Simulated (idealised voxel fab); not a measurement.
process module | voxel gate over fins
cross-section cut | 225 nm wide | cells 5 nm
A cross-section is a grid of square cells, given in bands from the top down. A band is one or more rows of cells.
Each band's line starts with the height of the band's top and of its bottom, in nm. Then come its materials from left to right, each with its width in nm. One material with "throughout" fills the band from edge to edge. "air" is empty space.
Height 0 is the level under which the wafer as received is all one material. The lowest band goes on downwards, as in "0 down".
A width such as "30 to 40" changes by the same amount from each row of cells to the next, from the band's top row to its bottom row.
"no change" after a step means that no cell of the cross-section changed.
closed voids: empty space of 8 cells or more with no open way to the top, each as width x height at its distance from the left edge, in nm
after a step's settings: what the simulator itself notes on the step
overlay nm, on a step with a mask: how far to the right of its planned place the mask lay; to the left if negative
Each pair below shows a cross-section before one step and the cross-section after it, down to the lowest band that changed. The line under each pair gives the step between them, with its settings. The pairs can come from different runs of this module on the same starting wafer, so a pair continues from the pair above only where its "before" says so.
before
  0 down: Si throughout
  closed voids: none
after
  10 to 0: SiN throughout
  below 0: unchanged
  closed voids: none
the step between: op CONFORMAL_DEP | material SiN | thk nm 10
before: the cross-section after the pair above
after
  10 to 0: air 45 | SiN 15 | air 45 | SiN 15 | air 45 | SiN 15 | air 45
  below 0: unchanged
  closed voids: none
the step between: op MASKED_ETCH | tone cover | mask id FINS | width nm 15 | pitch nm 60 | etch materials SiN | depth nm 10 | overlay nm 0
before: the cross-section after the pair above
after
  10 to 0: air 45 | SiN 15 | air 45 | SiN 15 | air 45 | SiN 15 | air 45
  0 to -40: air 45 | Si 15 | air 45 | Si 15 | air 45 | Si 15 | air 45
  below -40: unchanged
  closed voids: none
the step between: op MASKED_ETCH | tone cover | mask id FINS | width nm 15 | pitch nm 60 | etch materials Si | depth nm 40 | overlay nm 0
before: the cross-section after the pair above
after
  10 to 0: air 45 | SiN 15 | air 45 | SiN 15 | air 45 | SiN 15 | air 45
  0 to -40: air 45 | SiO2 5 | Si 5 | SiO2 5 | air 45 | SiO2 5 | Si 5 | SiO2 5 | air 45 | SiO2 5 | Si 5 | SiO2 5 | air 45
  -40 to -45: SiO2 50 | Si 5 | SiO2 55 | Si 5 | SiO2 55 | Si 5 | SiO2 50
  below -45: unchanged
  closed voids: none
the step between: op OXIDIZE | depth nm 5
before: the cross-section after the pair above
after
  20 to 10: SiO2 throughout
  10 to 0: SiO2 45 | SiN 15 | SiO2 45 | SiN 15 | SiO2 45 | SiN 15 | SiO2 45
  0 to -45: SiO2 50 | Si 5 | SiO2 55 | Si 5 | SiO2 55 | Si 5 | SiO2 50
  below -45: unchanged
  closed voids: none
the step between: op FILL_DEP | material SiO2 | thk nm 10
before: the cross-section after the pair above
after
  10 to 0: SiO2 45 | SiN 15 | SiO2 45 | SiN 15 | SiO2 45 | SiN 15 | SiO2 45
  below 0: unchanged
  closed voids: none
the step between: op CMP | height nm 10
before: the cross-section after the pair above
after
  10 to 0: SiO2 45 | SiN 15 | SiO2 15 | air 15 | SiO2 15 | SiN 15 | SiO2 45 | SiN 15 | SiO2 45
  0 to -35: SiO2 50 | Si 5 | SiO2 20 | air 15 | SiO2 20 | Si 5 | SiO2 55 | Si 5 | SiO2 50
  below -35: unchanged
  closed voids: none
the step between: op MASKED_ETCH | tone open | mask id RAIL | width nm 15 | etch materials SiO2 | depth nm 45 | overlay nm 0
before: the cross-section after the pair above
after
  15 to 10: TiN 80 | air 5 | TiN 140
  10 to 0: SiO2 45 | SiN 15 | SiO2 15 | TiN 5 | air 5 | TiN 5 | SiO2 15 | SiN 15 | SiO2 45 | SiN 15 | SiO2 45
  0 to -30: SiO2 50 | Si 5 | SiO2 20 | TiN 5 | air 5 | TiN 5 | SiO2 20 | Si 5 | SiO2 55 | Si 5 | SiO2 50
  -30 to -35: SiO2 50 | Si 5 | SiO2 20 | TiN 15 | SiO2 20 | Si 5 | SiO2 55 | Si 5 | SiO2 50
  below -35: unchanged
  closed voids: none
the step between: op CONFORMAL_DEP | material TiN | thk nm 5
before: the cross-section after the pair above
after
  25 to 15: W throughout
  15 to 10: TiN 80 | W 5 | TiN 140
  10 to 0: SiO2 45 | SiN 15 | SiO2 15 | TiN 5 | W 5 | TiN 5 | SiO2 15 | SiN 15 | SiO2 45 | SiN 15 | SiO2 45
  0 to -30: SiO2 50 | Si 5 | SiO2 20 | TiN 5 | W 5 | TiN 5 | SiO2 20 | Si 5 | SiO2 55 | Si 5 | SiO2 50
  below -30: unchanged
  closed voids: none
the step between: op FILL_DEP | material W | thk nm 10
before: the cross-section after the pair above
after
  10 to 0: SiO2 45 | SiN 15 | SiO2 15 | TiN 5 | W 5 | TiN 5 | SiO2 15 | SiN 15 | SiO2 45 | SiN 15 | SiO2 45
  below 0: unchanged
  closed voids: none
the step between: op CMP | height nm 10
before: the cross-section after the pair above
after
  10 to 0: SiO2 45 | SiN 15 | SiO2 15 | air 15 | SiO2 15 | SiN 15 | SiO2 45 | SiN 15 | SiO2 45
  0 to -20: SiO2 50 | Si 5 | SiO2 20 | air 15 | SiO2 20 | Si 5 | SiO2 55 | Si 5 | SiO2 50
  below -20: unchanged
  closed voids: none
the step between: op SELECTIVE_ETCH | etch materials W Ru TiN | depth nm 30
before: the cross-section after the pair above
after
  15 to 10: SiO2 throughout
  10 to 0: SiO2 45 | SiN 15 | SiO2 45 | SiN 15 | SiO2 45 | SiN 15 | SiO2 45
  0 to -20: SiO2 50 | Si 5 | SiO2 55 | Si 5 | SiO2 55 | Si 5 | SiO2 50
  below -20: unchanged
  closed voids: none
the step between: op FILL_DEP | material SiO2 | thk nm 5
before: the cross-section after the pair above
after
  10 to 0: SiO2 45 | SiN 15 | SiO2 45 | SiN 15 | SiO2 45 | SiN 15 | SiO2 45
  below 0: unchanged
  closed voids: none
the step between: op CMP | height nm 10
before: the cross-section after the pair above
after
  10 to 0: air 45 | SiN 15 | air 45 | SiN 15 | air 45 | SiN 15 | air 45
  0 to -10: air 50 | Si 5 | air 55 | Si 5 | air 55 | Si 5 | air 50
  below -10: unchanged
  closed voids: none
the step between: op SELECTIVE_ETCH | etch materials SiO2 | depth nm 20
before: the cross-section after the pair above
after
  0 to -10: air 50 | Si 5 | air 55 | Si 5 | air 55 | Si 5 | air 50
  below -10: unchanged
  closed voids: none
the step between: op STRIP | etch materials SiN
before: the cross-section after the pair above
after
  5 to 0: air 45 | HfO2 15 | air 45 | HfO2 15 | air 45 | HfO2 15 | air 45
  0 to -5: air 45 | HfO2 5 | Si 5 | HfO2 5 | air 45 | HfO2 5 | Si 5 | HfO2 5 | air 45 | HfO2 5 | Si 5 | HfO2 5 | air 45
  -5 to -10: HfO2 50 | Si 5 | HfO2 55 | Si 5 | HfO2 55 | Si 5 | HfO2 50
  below -10: unchanged
  closed voids: none
the step between: op CONFORMAL_DEP | material HfO2 | thk nm 5
before: the cross-section after the pair above
after
  10 to 5: air 40 | TiN 25 | air 35 | TiN 25 | air 35 | TiN 25 | air 40
  5 to 0: air 40 | TiN 5 | HfO2 15 | TiN 5 | air 35 | TiN 5 | HfO2 15 | TiN 5 | air 35 | TiN 5 | HfO2 15 | TiN 5 | air 40
  0 to -5: TiN 45 | HfO2 5 | Si 5 | HfO2 5 | TiN 45 | HfO2 5 | Si 5 | HfO2 5 | TiN 45 | HfO2 5 | Si 5 | HfO2 5 | TiN 45
  below -5: unchanged
  closed voids: none
the step between: op CONFORMAL_DEP | material TiN | thk nm 5
before: the cross-section after the pair above
after
  25 to 10: W throughout
  10 to 5: W 40 | TiN 25 | W 35 | TiN 25 | W 35 | TiN 25 | W 40
  5 to 0: W 40 | TiN 5 | HfO2 15 | TiN 5 | W 35 | TiN 5 | HfO2 15 | TiN 5 | W 35 | TiN 5 | HfO2 15 | TiN 5 | W 40
  below 0: unchanged
  closed voids: none
the step between: op FILL_DEP | material W | thk nm 15
before: the cross-section after the pair above
after
  20 to 10: W throughout
  below 10: unchanged
  closed voids: none
the step between: op CMP | height nm 20
before: the cross-section after the pair above
after
  25 to 20: SiCN throughout
  below 20: unchanged
  closed voids: none
the step between: op CONFORMAL_DEP | material SiCN | thk nm 5
before
  25 to 15: W throughout
  15 to 10: TiN 80 | W 5 | TiN 140
  10 to 0: SiO2 45 | SiN 15 | SiO2 15 | TiN 5 | W 5 | TiN 5 | SiO2 15 | SiN 15 | SiO2 45 | SiN 15 | SiO2 45
  0 to -30: SiO2 50 | Si 5 | SiO2 20 | TiN 5 | W 5 | TiN 5 | SiO2 20 | Si 5 | SiO2 55 | Si 5 | SiO2 50
  -30 to -35: SiO2 50 | Si 5 | SiO2 20 | TiN 15 | SiO2 20 | Si 5 | SiO2 55 | Si 5 | SiO2 50
  -35 to -45: SiO2 50 | Si 5 | SiO2 55 | Si 5 | SiO2 55 | Si 5 | SiO2 50
  -45 down: Si throughout
  closed voids: none
after
  10 to 0: SiO2 45 | SiN 15 | SiO2 15 | air 15 | SiO2 15 | SiN 15 | SiO2 45 | SiN 15 | SiO2 45
  0 to -5: SiO2 50 | Si 5 | SiO2 20 | air 15 | SiO2 20 | Si 5 | SiO2 55 | Si 5 | SiO2 50
  below -5: unchanged
  closed voids: none
the step between: op SELECTIVE_ETCH | etch materials W Ru TiN | depth nm 30
before: the cross-section after the pair above
after
  15 to 10: SiO2 throughout
  10 to 0: SiO2 45 | SiN 15 | SiO2 45 | SiN 15 | SiO2 45 | SiN 15 | SiO2 45
  0 to -5: SiO2 50 | Si 5 | SiO2 55 | Si 5 | SiO2 55 | Si 5 | SiO2 50
  below -5: unchanged
  closed voids: none
the step between: op FILL_DEP | material SiO2 | thk nm 5
before: the cross-section after the pair above
after
  10 to 0: SiO2 45 | SiN 15 | SiO2 45 | SiN 15 | SiO2 45 | SiN 15 | SiO2 45
  below 0: unchanged
  closed voids: none
the step between: op CMP | height nm 10
before: the cross-section after the pair above
after
  10 to 0: air 45 | SiN 15 | air 45 | SiN 15 | air 45 | SiN 15 | air 45
  0 to -5: air 50 | Si 5 | air 55 | Si 5 | air 55 | Si 5 | air 50
  -5 to -10: air 50 | Si 5 | air 20 | TiN 5 | W 5 | TiN 5 | air 20 | Si 5 | air 55 | Si 5 | air 50
  below -10: unchanged
  closed voids: none
the step between: op SELECTIVE_ETCH | etch materials SiO2 | depth nm 20
before: the cross-section after the pair above
after
  0 to -5: air 50 | Si 5 | air 55 | Si 5 | air 55 | Si 5 | air 50
  below -5: unchanged
  closed voids: none
the step between: op STRIP | etch materials SiN
before: the cross-section after the pair above
after
  5 to 0: air 45 | HfO2 15 | air 45 | HfO2 15 | air 45 | HfO2 15 | air 45
  0 to -5: air 45 | HfO2 5 | Si 5 | HfO2 5 | air 10 | HfO2 25 | air 10 | HfO2 5 | Si 5 | HfO2 5 | air 45 | HfO2 5 | Si 5 | HfO2 5 | air 45
  -5 to -10: HfO2 50 | Si 5 | HfO2 20 | TiN 5 | W 5 | TiN 5 | HfO2 20 | Si 5 | HfO2 55 | Si 5 | HfO2 50
  below -10: unchanged
  closed voids: none
the step between: op CONFORMAL_DEP | material HfO2 | thk nm 5
before: the cross-section after the pair above
after
  10 to 5: air 40 | TiN 25 | air 35 | TiN 25 | air 35 | TiN 25 | air 40
  5 to 0: air 40 | TiN 5 | HfO2 15 | TiN 45 | HfO2 15 | TiN 5 | air 35 | TiN 5 | HfO2 15 | TiN 5 | air 40
  0 to -5: TiN 45 | HfO2 5 | Si 5 | HfO2 5 | TiN 10 | HfO2 25 | TiN 10 | HfO2 5 | Si 5 | HfO2 5 | TiN 45 | HfO2 5 | Si 5 | HfO2 5 | TiN 45
  below -5: unchanged
  closed voids: none
the step between: op CONFORMAL_DEP | material TiN | thk nm 5
before: the cross-section after the pair above
after
  25 to 10: W throughout
  10 to 5: W 40 | TiN 25 | W 35 | TiN 25 | W 35 | TiN 25 | W 40
  5 to 0: W 40 | TiN 5 | HfO2 15 | TiN 45 | HfO2 15 | TiN 5 | W 35 | TiN 5 | HfO2 15 | TiN 5 | W 40
  below 0: unchanged
  closed voids: none
the step between: op FILL_DEP | material W | thk nm 15
before: the cross-section after the pair above
after
  20 to 10: W throughout
  below 10: unchanged
  closed voids: none
the step between: op CMP | height nm 20
before: the cross-section after the pair above
after
  25 to 20: SiCN throughout
  below 20: unchanged
  closed voids: none
the step between: op CONFORMAL_DEP | material SiCN | thk nm 5
before
  10 to 0: air 45 | SiN 15 | air 45 | SiN 15 | air 45 | SiN 15 | air 45
  0 to -10: air 50 | Si 5 | air 55 | Si 5 | air 55 | Si 5 | air 50
  -10 to -20: SiO2 50 | Si 5 | SiO2 55 | Si 5 | SiO2 55 | Si 5 | SiO2 50
  -20 to -30: SiO2 50 | Si 5 | SiO2 20 | TiN 5 | W 5 | TiN 5 | SiO2 20 | Si 5 | SiO2 55 | Si 5 | SiO2 50
  -30 to -35: SiO2 50 | Si 5 | SiO2 20 | TiN 15 | SiO2 20 | Si 5 | SiO2 55 | Si 5 | SiO2 50
  -35 to -45: SiO2 50 | Si 5 | SiO2 55 | Si 5 | SiO2 55 | Si 5 | SiO2 50
  -45 down: Si throughout
  closed voids: none
after
  10 to 0: air 45 | SiN 15 | air 45 | SiN 15 | air 45 | SiN 15 | air 45
  0 to -20: air 50 | Si 5 | air 55 | Si 5 | air 55 | Si 5 | air 50
  -20 to -30: air 50 | Si 5 | air 20 | TiN 5 | W 5 | TiN 5 | air 20 | Si 5 | air 55 | Si 5 | air 50
  below -30: unchanged
  closed voids: none
the step between: op SELECTIVE_ETCH | etch materials SiO2 | depth nm 20
before: the cross-section after the pair above
after
  0 to -20: air 50 | Si 5 | air 55 | Si 5 | air 55 | Si 5 | air 50
  below -20: unchanged
  closed voids: none
the step between: op STRIP | etch materials SiN
before: the cross-section after the pair above
after
  5 to 0: air 45 | HfO2 15 | air 45 | HfO2 15 | air 45 | HfO2 15 | air 45
  0 to -15: air 45 | HfO2 5 | Si 5 | HfO2 5 | air 45 | HfO2 5 | Si 5 | HfO2 5 | air 45 | HfO2 5 | Si 5 | HfO2 5 | air 45
  -15 to -20: air 45 | HfO2 5 | Si 5 | HfO2 5 | air 10 | HfO2 25 | air 10 | HfO2 5 | Si 5 | HfO2 5 | air 45 | HfO2 5 | Si 5 | HfO2 5 | air 45
  -20 to -25: air 45 | HfO2 5 | Si 5 | HfO2 5 | air 10 | HfO2 5 | TiN 5 | W 5 | TiN 5 | HfO2 5 | air 10 | HfO2 5 | Si 5 | HfO2 5 | air 45 | HfO2 5 | Si 5 | HfO2 5 | air 45
  -25 to -30: HfO2 50 | Si 5 | HfO2 20 | TiN 5 | W 5 | TiN 5 | HfO2 20 | Si 5 | HfO2 55 | Si 5 | HfO2 50
  below -30: unchanged
  closed voids: none
the step between: op CONFORMAL_DEP | material HfO2 | thk nm 5
before: the cross-section after the pair above
after
  10 to 5: air 40 | TiN 25 | air 35 | TiN 25 | air 35 | TiN 25 | air 40
  5 to 0: air 40 | TiN 5 | HfO2 15 | TiN 5 | air 35 | TiN 5 | HfO2 15 | TiN 5 | air 35 | TiN 5 | HfO2 15 | TiN 5 | air 40
  0 to -10: air 40 | TiN 5 | HfO2 5 | Si 5 | HfO2 5 | TiN 5 | air 35 | TiN 5 | HfO2 5 | Si 5 | HfO2 5 | TiN 5 | air 35 | TiN 5 | HfO2 5 | Si 5 | HfO2 5 | TiN 5 | air 40
  -10 to -15: air 40 | TiN 5 | HfO2 5 | Si 5 | HfO2 5 | TiN 45 | HfO2 5 | Si 5 | HfO2 5 | TiN 5 | air 35 | TiN 5 | HfO2 5 | Si 5 | HfO2 5 | TiN 5 | air 40
  -15 to -20: air 40 | TiN 5 | HfO2 5 | Si 5 | HfO2 5 | TiN 10 | HfO2 25 | TiN 10 | HfO2 5 | Si 5 | HfO2 5 | TiN 5 | air 35 | TiN 5 | HfO2 5 | Si 5 | HfO2 5 | TiN 5 | air 40
  -20 to -25: TiN 45 | HfO2 5 | Si 5 | HfO2 5 | TiN 10 | HfO2 5 | TiN 5 | W 5 | TiN 5 | HfO2 5 | TiN 10 | HfO2 5 | Si 5 | HfO2 5 | TiN 45 | HfO2 5 | Si 5 | HfO2 5 | TiN 45
  below -25: unchanged
  closed voids: none
the step between: op CONFORMAL_DEP | material TiN | thk nm 5
before: the cross-section after the pair above
after
  25 to 10: W throughout
  10 to 5: W 40 | TiN 25 | W 35 | TiN 25 | W 35 | TiN 25 | W 40
  5 to 0: W 40 | TiN 5 | HfO2 15 | TiN 5 | W 35 | TiN 5 | HfO2 15 | TiN 5 | W 35 | TiN 5 | HfO2 15 | TiN 5 | W 40
  0 to -10: W 40 | TiN 5 | HfO2 5 | Si 5 | HfO2 5 | TiN 5 | W 35 | TiN 5 | HfO2 5 | Si 5 | HfO2 5 | TiN 5 | W 35 | TiN 5 | HfO2 5 | Si 5 | HfO2 5 | TiN 5 | W 40
  -10 to -15: W 40 | TiN 5 | HfO2 5 | Si 5 | HfO2 5 | TiN 45 | HfO2 5 | Si 5 | HfO2 5 | TiN 5 | W 35 | TiN 5 | HfO2 5 | Si 5 | HfO2 5 | TiN 5 | W 40
  -15 to -20: W 40 | TiN 5 | HfO2 5 | Si 5 | HfO2 5 | TiN 10 | HfO2 25 | TiN 10 | HfO2 5 | Si 5 | HfO2 5 | TiN 5 | W 35 | TiN 5 | HfO2 5 | Si 5 | HfO2 5 | TiN 5 | W 40
  below -20: unchanged
  closed voids: none
the step between: op FILL_DEP | material W | thk nm 15
before: the cross-section after the pair above
after
  20 to 10: W throughout
  below 10: unchanged
  closed voids: none
the step between: op CMP | height nm 20
before: the cross-section after the pair above
after
  25 to 20: SiCN throughout
  below 20: unchanged
  closed voids: none
the step between: op CONFORMAL_DEP | material SiCN | thk nm 5
before
  0 to -10: air 50 | Si 5 | air 55 | Si 5 | air 55 | Si 5 | air 50
  -10 to -20: SiO2 50 | Si 5 | SiO2 55 | Si 5 | SiO2 55 | Si 5 | SiO2 50
  -20 to -30: SiO2 50 | Si 5 | SiO2 20 | TiN 5 | W 5 | TiN 5 | SiO2 20 | Si 5 | SiO2 55 | Si 5 | SiO2 50
  -30 to -35: SiO2 50 | Si 5 | SiO2 20 | TiN 15 | SiO2 20 | Si 5 | SiO2 55 | Si 5 | SiO2 50
  -35 to -45: SiO2 50 | Si 5 | SiO2 55 | Si 5 | SiO2 55 | Si 5 | SiO2 50
  -45 down: Si throughout
  closed voids: none
after
  5 to 0: air 45 | TiN 15 | air 45 | TiN 15 | air 45 | TiN 15 | air 45
  0 to -5: air 45 | TiN 5 | Si 5 | TiN 5 | air 45 | TiN 5 | Si 5 | TiN 5 | air 45 | TiN 5 | Si 5 | TiN 5 | air 45
  -5 to -10: TiN 50 | Si 5 | TiN 55 | Si 5 | TiN 55 | Si 5 | TiN 50
  below -10: unchanged
  closed voids: none
the step between: op CONFORMAL_DEP | material TiN | thk nm 5
before: the cross-section after the pair above
after
  10 to 5: air 40 | HfO2 25 | air 35 | HfO2 25 | air 35 | HfO2 25 | air 40
  5 to 0: air 40 | HfO2 5 | TiN 15 | HfO2 5 | air 35 | HfO2 5 | TiN 15 | HfO2 5 | air 35 | HfO2 5 | TiN 15 | HfO2 5 | air 40
  0 to -5: HfO2 45 | TiN 5 | Si 5 | TiN 5 | HfO2 45 | TiN 5 | Si 5 | TiN 5 | HfO2 45 | TiN 5 | Si 5 | TiN 5 | HfO2 45
  below -5: unchanged
  closed voids: none
the step between: op CONFORMAL_DEP | material HfO2 | thk nm 5
before: the cross-section after the pair above
after
  25 to 10: W throughout
  10 to 5: W 40 | HfO2 25 | W 35 | HfO2 25 | W 35 | HfO2 25 | W 40
  5 to 0: W 40 | HfO2 5 | TiN 15 | HfO2 5 | W 35 | HfO2 5 | TiN 15 | HfO2 5 | W 35 | HfO2 5 | TiN 15 | HfO2 5 | W 40
  below 0: unchanged
  closed voids: none
the step between: op FILL_DEP | material W | thk nm 15
before: the cross-section after the pair above
after
  20 to 10: W throughout
  below 10: unchanged
  closed voids: none
the step between: op CMP | height nm 20
before: the cross-section after the pair above
after
  25 to 20: SiCN throughout
  below 20: unchanged
  closed voids: none
the step between: op CONFORMAL_DEP | material SiCN | thk nm 5
before
  25 to 10: W throughout
  10 to 5: W 40 | TiN 25 | W 35 | TiN 25 | W 35 | TiN 25 | W 40
  5 to 0: W 40 | TiN 5 | HfO2 15 | TiN 5 | W 35 | TiN 5 | HfO2 15 | TiN 5 | W 35 | TiN 5 | HfO2 15 | TiN 5 | W 40
  0 to -5: TiN 45 | HfO2 5 | Si 5 | HfO2 5 | TiN 45 | HfO2 5 | Si 5 | HfO2 5 | TiN 45 | HfO2 5 | Si 5 | HfO2 5 | TiN 45
  -5 to -10: HfO2 50 | Si 5 | HfO2 55 | Si 5 | HfO2 55 | Si 5 | HfO2 50
  -10 to -20: SiO2 50 | Si 5 | SiO2 55 | Si 5 | SiO2 55 | Si 5 | SiO2 50
  -20 to -30: SiO2 50 | Si 5 | SiO2 20 | TiN 5 | W 5 | TiN 5 | SiO2 20 | Si 5 | SiO2 55 | Si 5 | SiO2 50
  -30 to -35: SiO2 50 | Si 5 | SiO2 20 | TiN 15 | SiO2 20 | Si 5 | SiO2 55 | Si 5 | SiO2 50
  -35 to -45: SiO2 50 | Si 5 | SiO2 55 | Si 5 | SiO2 55 | Si 5 | SiO2 50
  -45 down: Si throughout
  closed voids: none
after
  10 to 5: W 40 | TiN 25 | W 35 | TiN 25 | W 35 | TiN 25 | W 40
  below 5: unchanged
  closed voids: none
the step between: op CMP | height nm 10
before: the cross-section after the pair above
after
  15 to 10: SiCN throughout
  below 10: unchanged
  closed voids: none
the step between: op CONFORMAL_DEP | material SiCN | thk nm 5
before
  10 to 0: air 45 | SiN 15 | air 45 | SiN 15 | air 45 | SiN 15 | air 45
  0 down: Si throughout
  closed voids: none
after
  10 to 0: air 45 | SiN 15 | air 45 | SiN 15 | air 45 | SiN 15 | air 45
  0 to -40: air 40 | Si 25 | air 35 | Si 25 | air 35 | Si 25 | air 40
  below -40: unchanged
  closed voids: none
the step between: op MASKED_ETCH | tone cover | mask id FINS | width nm 25 | pitch nm 60 | etch materials Si | depth nm 40 | overlay nm 0
before: the cross-section after the pair above
after
  10 to 0: air 45 | SiN 15 | air 45 | SiN 15 | air 45 | SiN 15 | air 45
  0 to -5: air 40 | SiO2 10 | Si 5 | SiO2 10 | air 35 | SiO2 10 | Si 5 | SiO2 10 | air 35 | SiO2 10 | Si 5 | SiO2 10 | air 40
  -5 to -40: air 40 | SiO2 5 | Si 15 | SiO2 5 | air 35 | SiO2 5 | Si 15 | SiO2 5 | air 35 | SiO2 5 | Si 15 | SiO2 5 | air 40
  -40 to -45: SiO2 45 | Si 15 | SiO2 45 | Si 15 | SiO2 45 | Si 15 | SiO2 45
  below -45: unchanged
  closed voids: none
the step between: op OXIDIZE | depth nm 5
before: the cross-section after the pair above
after
  20 to 10: SiO2 throughout
  10 to 0: SiO2 45 | SiN 15 | SiO2 45 | SiN 15 | SiO2 45 | SiN 15 | SiO2 45
  0 to -5: SiO2 50 | Si 5 | SiO2 55 | Si 5 | SiO2 55 | Si 5 | SiO2 50
  -5 to -45: SiO2 45 | Si 15 | SiO2 45 | Si 15 | SiO2 45 | Si 15 | SiO2 45
  below -45: unchanged
  closed voids: none
the step between: op FILL_DEP | material SiO2 | thk nm 10
before: the cross-section after the pair above
after
  10 to 0: SiO2 45 | SiN 15 | SiO2 45 | SiN 15 | SiO2 45 | SiN 15 | SiO2 45
  below 0: unchanged
  closed voids: none
the step between: op CMP | height nm 10
before: the cross-section after the pair above
after
  10 to 0: SiO2 45 | SiN 15 | SiO2 15 | air 15 | SiO2 15 | SiN 15 | SiO2 45 | SiN 15 | SiO2 45
  0 to -5: SiO2 50 | Si 5 | SiO2 20 | air 15 | SiO2 20 | Si 5 | SiO2 55 | Si 5 | SiO2 50
  -5 to -35: SiO2 45 | Si 15 | SiO2 15 | air 15 | SiO2 15 | Si 15 | SiO2 45 | Si 15 | SiO2 45
  below -35: unchanged
  closed voids: none
the step between: op MASKED_ETCH | tone open | mask id RAIL | width nm 15 | etch materials SiO2 | depth nm 45 | overlay nm 0
before: the cross-section after the pair above
after
  15 to 10: TiN 80 | air 5 | TiN 140
  10 to 0: SiO2 45 | SiN 15 | SiO2 15 | TiN 5 | air 5 | TiN 5 | SiO2 15 | SiN 15 | SiO2 45 | SiN 15 | SiO2 45
  0 to -5: SiO2 50 | Si 5 | SiO2 20 | TiN 5 | air 5 | TiN 5 | SiO2 20 | Si 5 | SiO2 55 | Si 5 | SiO2 50
  -5 to -30: SiO2 45 | Si 15 | SiO2 15 | TiN 5 | air 5 | TiN 5 | SiO2 15 | Si 15 | SiO2 45 | Si 15 | SiO2 45
  -30 to -35: SiO2 45 | Si 15 | SiO2 15 | TiN 15 | SiO2 15 | Si 15 | SiO2 45 | Si 15 | SiO2 45
  below -35: unchanged
  closed voids: none
the step between: op CONFORMAL_DEP | material TiN | thk nm 5
before: the cross-section after the pair above
after
  25 to 15: W throughout
  15 to 10: TiN 80 | W 5 | TiN 140
  10 to 0: SiO2 45 | SiN 15 | SiO2 15 | TiN 5 | W 5 | TiN 5 | SiO2 15 | SiN 15 | SiO2 45 | SiN 15 | SiO2 45
  0 to -5: SiO2 50 | Si 5 | SiO2 20 | TiN 5 | W 5 | TiN 5 | SiO2 20 | Si 5 | SiO2 55 | Si 5 | SiO2 50
  -5 to -30: SiO2 45 | Si 15 | SiO2 15 | TiN 5 | W 5 | TiN 5 | SiO2 15 | Si 15 | SiO2 45 | Si 15 | SiO2 45
  below -30: unchanged
  closed voids: none
the step between: op FILL_DEP | material W | thk nm 10
before: the cross-section after the pair above
after
  10 to 0: SiO2 45 | SiN 15 | SiO2 15 | TiN 5 | W 5 | TiN 5 | SiO2 15 | SiN 15 | SiO2 45 | SiN 15 | SiO2 45
  below 0: unchanged
  closed voids: none
the step between: op CMP | height nm 10
before: the cross-section after the pair above
after
  10 to 0: SiO2 45 | SiN 15 | SiO2 15 | air 15 | SiO2 15 | SiN 15 | SiO2 45 | SiN 15 | SiO2 45
  0 to -5: SiO2 50 | Si 5 | SiO2 20 | air 15 | SiO2 20 | Si 5 | SiO2 55 | Si 5 | SiO2 50
  -5 to -20: SiO2 45 | Si 15 | SiO2 15 | air 15 | SiO2 15 | Si 15 | SiO2 45 | Si 15 | SiO2 45
  below -20: unchanged
  closed voids: none
the step between: op SELECTIVE_ETCH | etch materials W Ru TiN | depth nm 30
before: the cross-section after the pair above
after
  15 to 10: SiO2 throughout
  10 to 0: SiO2 45 | SiN 15 | SiO2 45 | SiN 15 | SiO2 45 | SiN 15 | SiO2 45
  0 to -5: SiO2 50 | Si 5 | SiO2 55 | Si 5 | SiO2 55 | Si 5 | SiO2 50
  -5 to -20: SiO2 45 | Si 15 | SiO2 45 | Si 15 | SiO2 45 | Si 15 | SiO2 45
  below -20: unchanged
  closed voids: none
the step between: op FILL_DEP | material SiO2 | thk nm 5
before: the cross-section after the pair above
after
  10 to 0: SiO2 45 | SiN 15 | SiO2 45 | SiN 15 | SiO2 45 | SiN 15 | SiO2 45
  below 0: unchanged
  closed voids: none
the step between: op CMP | height nm 10
before: the cross-section after the pair above
after
  10 to 0: air 45 | SiN 15 | air 45 | SiN 15 | air 45 | SiN 15 | air 45
  0 to -10: air 50 to 45 | Si 5 to 15 | air 55 to 45 | Si 5 to 15 | air 55 to 45 | Si 5 to 15 | air 50 to 45
  below -10: unchanged
  closed voids: none
the step between: op SELECTIVE_ETCH | etch materials SiO2 | depth nm 20
before: the cross-section after the pair above
after
  0 to -10: air 50 to 45 | Si 5 to 15 | air 55 to 45 | Si 5 to 15 | air 55 to 45 | Si 5 to 15 | air 50 to 45
  below -10: unchanged
  closed voids: none
the step between: op STRIP | etch materials SiN
before: the cross-section after the pair above
after
  5 to 0: air 45 | HfO2 15 | air 45 | HfO2 15 | air 45 | HfO2 15 | air 45
  0 to -5: air 40 | HfO2 10 | Si 5 | HfO2 10 | air 35 | HfO2 10 | Si 5 | HfO2 10 | air 35 | HfO2 10 | Si 5 | HfO2 10 | air 40
  -5 to -10: HfO2 45 | Si 15 | HfO2 45 | Si 15 | HfO2 45 | Si 15 | HfO2 45
  below -10: unchanged
  closed voids: none
the step between: op CONFORMAL_DEP | material HfO2 | thk nm 5
before: the cross-section after the pair above
after
  10 to 5: air 40 | TiN 25 | air 35 | TiN 25 | air 35 | TiN 25 | air 40
  5 to 0: air 35 | TiN 10 | HfO2 15 | TiN 10 | air 25 | TiN 10 | HfO2 15 | TiN 10 | air 25 | TiN 10 | HfO2 15 | TiN 10 | air 35
  0 to -5: TiN 40 | HfO2 10 | Si 5 | HfO2 10 | TiN 35 | HfO2 10 | Si 5 | HfO2 10 | TiN 35 | HfO2 10 | Si 5 | HfO2 10 | TiN 40
  below -5: unchanged
  closed voids: none
the step between: op CONFORMAL_DEP | material TiN | thk nm 5
before: the cross-section after the pair above
after
  25 to 10: W throughout
  10 to 5: W 40 | TiN 25 | W 35 | TiN 25 | W 35 | TiN 25 | W 40
  5 to 0: W 35 | TiN 10 | HfO2 15 | TiN 10 | W 25 | TiN 10 | HfO2 15 | TiN 10 | W 25 | TiN 10 | HfO2 15 | TiN 10 | W 35
  below 0: unchanged
  closed voids: none
the step between: op FILL_DEP | material W | thk nm 15
before: the cross-section after the pair above
after
  20 to 10: W throughout
  below 10: unchanged
  closed voids: none
the step between: op CMP | height nm 20
before: the cross-section after the pair above
after
  25 to 20: SiCN throughout
  below 20: unchanged
  closed voids: none
the step between: op CONFORMAL_DEP | material SiCN | thk nm 5
before
  10 to 0: SiN throughout
  0 down: Si throughout
  closed voids: none
after
  10 to 0: air 55 | SiN 15 | air 45 | SiN 15 | air 45 | SiN 15 | air 35
  below 0: unchanged
  closed voids: none
the step between: op MASKED_ETCH | tone cover | mask id FINS | width nm 15 | pitch nm 60 | etch materials SiN | depth nm 10 | overlay nm 10
before: the cross-section after the pair above
after
  10 to 0: air 55 | SiN 15 | air 45 | SiN 15 | air 45 | SiN 15 | air 35
  0 to -40: air 45 | Si 25 | air 35 | Si 25 | air 35 | Si 25 | air 35
  below -40: unchanged
  closed voids: none
the step between: op MASKED_ETCH | tone cover | mask id FINS | width nm 15 | pitch nm 60 | etch materials Si | depth nm 40 | overlay nm 0
